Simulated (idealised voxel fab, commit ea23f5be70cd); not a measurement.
Documented hereafter: the process module known as voxel released beams.
FYI the section here is cut, 210 nm wide, cells are 5 nm squares.
Throughout this document, each cross-section is represented as a grid of square cells and is presented as a sequence of bands enumerated from the top downward, where a band comprises one or more rows of cells.
For a band, the entry starts with two heights in nm, that of the top and then that of the bottom, and carries on with the band's materials in order from left to right, each alongside its width in nm; the word "throughout" beside a single material means it fills the band edge to edge, and "empty" means empty space.
Where do heights start? At 0: under that level the wafer as delivered is made of one material only. And the lowest band has no floor; it just carries on downward, as in "top 0, no bottom".
You'd read "30..40" like this: the band's top row of cells is as wide as the first number, its bottom row is as wide as the second, and going down, every row changes width by the same amount as the row before did.
What does "no change" mean for a step? It means no cell of the cross-section changed in that step.
Look at "Cavities, sealed" for the closed voids: empty spaces with no open path to the top, sized 8 cells or up. Each is width x height at distance, distance from the left edge, all nm.
The remark found on a step's line after its settings is issued by the simulator itself and pertains to that step.
The "overlay nm" setting may appear on a step's line; for a step that uses a mask, it gives how far to the right of its planned position the mask lay, and a negative value indicates the left.
SO HERE'S THE LINEUP OF PROCESS STEPS WE PLANNED
- 1: RECEIVE,material Si
- 2: CONFORMAL_DEP,material SiN,thk nm 10
- 3: DIRECTIONAL_DEP,material SiO2,thk nm 15
- 4: DIRECTIONAL_DEP,material aC,thk nm 15
- 5: PATTERN,tone open,mask id ANCHOR,material resist,width nm 45,thk nm 30,overlay nm 0
- 6: DIRECTIONAL_ETCH,etch materials aC,depth nm 15
- 7: STRIP,etch materials resist
- 8: DIRECTIONAL_ETCH,etch materials SiO2,depth nm 15
- 9: STRIP,etch materials aC
- 10: CONFORMAL_DEP,material W,thk nm 15
- 11: DIRECTIONAL_DEP,material aC,thk nm 15
- 12: PATTERN,tone cover,mask id BEAM,material resist,width nm 120,thk nm 35,overlay nm 0
- 13: DIRECTIONAL_ETCH,etch materials aC,depth nm 15
- 14: STRIP,etch materials resist
- 15: DIRECTIONAL_ETCH,etch materials W,depth nm 15
- 16: STRIP,etch materials aC
- 17: STRIP,etch materials SiO2
FIRST OF TWO WAFERS, WITH THE RUN CARRIED OUT AS PLANNED
CROSS-SECTION: WAFER ON ARRIVAL = AFTER STEP 1
    top 0, no bottom = Si throughout
    Cavities, sealed: none
HOW THE WAFER STANDS IN SECTION AFTER STEP 2
    top 10, bottom 0 = SiN throughout
    Nothing below the height 0 has changed.
HOW THE WAFER STANDS IN SECTION AFTER STEP 3
    top 25, bottom 10 = SiO2 throughout
    Nothing below the height 10 has changed.
HOW THE WAFER STANDS IN SECTION AFTER STEP 4
    top 40, bottom 25 = aC throughout
    Nothing below the height 25 has changed.
HOW THE WAFER STANDS IN SECTION AFTER STEP 5
    top 70, bottom 40 = 45 resist | 45 empty | 120 resist
    Nothing below the height 40 has changed.
HOW THE WAFER STANDS IN SECTION AFTER STEP 6
    top 55, bottom 40 = 45 resist | 45 empty | 120 resist
    top 40, bottom 25 = 45 aC | 45 empty | 120 aC
    Nothing below the height 25 has changed.
HOW THE WAFER STANDS IN SECTION AFTER STEP 7
    top 40, bottom 25 = 45 aC | 45 empty | 120 aC
    Nothing below the height 25 has changed.
HOW THE WAFER STANDS IN SECTION AFTER STEP 8
    top 40, bottom 25 = 45 aC | 45 empty | 120 aC
    top 25, bottom 10 = 45 SiO2 | 45 empty | 120 SiO2
    Nothing below the height 10 has changed.
HOW THE WAFER STANDS IN SECTION AFTER STEP 9
    top 25, bottom 10 = 45 SiO2 | 45 empty | 120 SiO2
    Nothing below the height 10 has changed.
HOW THE WAFER STANDS IN SECTION AFTER STEP 10
    top 40, bottom 25 = 60 W | 15 empty | 135 W
    top 25, bottom 10 = 45 SiO2 | 45 W | 120 SiO2
    Nothing below the height 10 has changed.
HOW THE WAFER STANDS IN SECTION AFTER STEP 11
    top 55, bottom 40 = 60 aC | 15 empty | 135 aC
    top 40, bottom 25 = 60 W | 15 aC | 135 W
    Nothing below the height 25 has changed.
HOW THE WAFER STANDS IN SECTION AFTER STEP 12
    top 90, bottom 55 = 40 empty | 120 resist | 50 empty
    top 55, bottom 40 = 60 aC | 15 resist | 135 aC
    Nothing below the height 40 has changed.
HOW THE WAFER STANDS IN SECTION AFTER STEP 13
    top 75, bottom 55 = 40 empty | 120 resist | 50 empty
    top 55, bottom 40 = 40 empty | 20 aC | 15 resist | 85 aC | 50 empty
    Nothing below the height 40 has changed.
HOW THE WAFER STANDS IN SECTION AFTER STEP 14
    top 55, bottom 40 = 40 empty | 20 aC | 15 empty | 85 aC | 50 empty
    Nothing below the height 40 has changed.
HOW THE WAFER STANDS IN SECTION AFTER STEP 15
    top 55, bottom 40 = 40 empty | 20 aC | 15 empty | 85 aC | 50 empty
    top 40, bottom 25 = 40 empty | 20 W | 15 aC | 85 W | 50 empty
    Nothing below the height 25 has changed.
HOW THE WAFER STANDS IN SECTION AFTER STEP 16
    top 40, bottom 25 = 40 empty | 20 W | 15 empty | 85 W | 50 empty
    Nothing below the height 25 has changed.
HOW THE WAFER STANDS IN SECTION AFTER STEP 17
    top 40, bottom 25 = 40 empty | 20 W | 15 empty | 85 W | 50 empty
    top 25, bottom 10 = 45 empty | 45 W | 120 empty
    Nothing below the height 10 has changed.
WHAT FOLLOWS CONCERNS THE SECOND WAFER, WHICH STARTED OUT LIKE THE FIRST AND WAS MEANT TO FOLLOW THE VERY SAME PLAN; ONE MISTAKE CREPT IN WHEN IT WAS RUN, BUT EVERYTHING UP TO AND INCLUDING STEP 1 IS THE SAME AS FOR THE FIRST WAFER
CROSS-SECTION OF THE SECOND WAFER CORRESPONDING TO THE PLANNED CONCLUSION OF STEP 2
    top 15, bottom 0 = SiO2 throughout
    Nothing below the height 0 has changed.
CROSS-SECTION OF THE SECOND WAFER CORRESPONDING TO THE PLANNED CONCLUSION OF STEP 3
    top 25, bottom 15 = SiN throughout
    Nothing below the height 15 has changed.
CROSS-SECTION OF THE SECOND WAFER CORRESPONDING TO THE PLANNED CONCLUSION OF STEP 4
    top 40, bottom 25 = aC throughout
    Nothing below the height 25 has changed.
CROSS-SECTION OF THE SECOND WAFER CORRESPONDING TO THE PLANNED CONCLUSION OF STEP 5
    top 70, bottom 40 = 45 resist | 45 empty | 120 resist
    Nothing below the height 40 has changed.
CROSS-SECTION OF THE SECOND WAFER CORRESPONDING TO THE PLANNED CONCLUSION OF STEP 6
    top 55, bottom 40 = 45 resist | 45 empty | 120 resist
    top 40, bottom 25 = 45 aC | 45 empty | 120 aC
    Nothing below the height 25 has changed.
CROSS-SECTION OF THE SECOND WAFER CORRESPONDING TO THE PLANNED CONCLUSION OF STEP 7
    top 40, bottom 25 = 45 aC | 45 empty | 120 aC
    Nothing below the height 25 has changed.
Cross-section of the second wafer corresponding to the planned conclusion of step 8: no change
CROSS-SECTION OF THE SECOND WAFER CORRESPONDING TO THE PLANNED CONCLUSION OF STEP 9
    top 25, bottom 15 = SiN throughout
    Nothing below the height 15 has changed.
CROSS-SECTION OF THE SECOND WAFER CORRESPONDING TO THE PLANNED CONCLUSION OF STEP 10
    top 40, bottom 25 = W throughout
    Nothing below the height 25 has changed.
CROSS-SECTION OF THE SECOND WAFER CORRESPONDING TO THE PLANNED CONCLUSION OF STEP 11
    top 55, bottom 40 = aC throughout
    Nothing below the height 40 has changed.
CROSS-SECTION OF THE SECOND WAFER CORRESPONDING TO THE PLANNED CONCLUSION OF STEP 12
    top 90, bottom 55 = 40 empty | 120 resist | 50 empty
    Nothing below the height 55 has changed.
CROSS-SECTION OF THE SECOND WAFER CORRESPONDING TO THE PLANNED CONCLUSION OF STEP 13
    top 75, bottom 55 = 40 empty | 120 resist | 50 empty
    top 55, bottom 40 = 40 empty | 120 aC | 50 empty
    Nothing below the height 40 has changed.
CROSS-SECTION OF THE SECOND WAFER CORRESPONDING TO THE PLANNED CONCLUSION OF STEP 14
    top 55, bottom 40 = 40 empty | 120 aC | 50 empty
    Nothing below the height 40 has changed.
CROSS-SECTION OF THE SECOND WAFER CORRESPONDING TO THE PLANNED CONCLUSION OF STEP 15
    top 55, bottom 40 = 40 empty | 120 aC | 50 empty
    top 40, bottom 25 = 40 empty | 120 W | 50 empty
    Nothing below the height 25 has changed.
CROSS-SECTION OF THE SECOND WAFER CORRESPONDING TO THE PLANNED CONCLUSION OF STEP 16
    top 40, bottom 25 = 40 empty | 120 W | 50 empty
    Nothing below the height 25 has changed.
Cross-section of the second wafer corresponding to the planned conclusion of step 17: no change
What was the processing mistake? steps 2 and 3 run out of order (swapped)
Wafer comparison, final, in cells, second relative to first, materials more or fewer: 126 more of SiO2 | 18 fewer of W
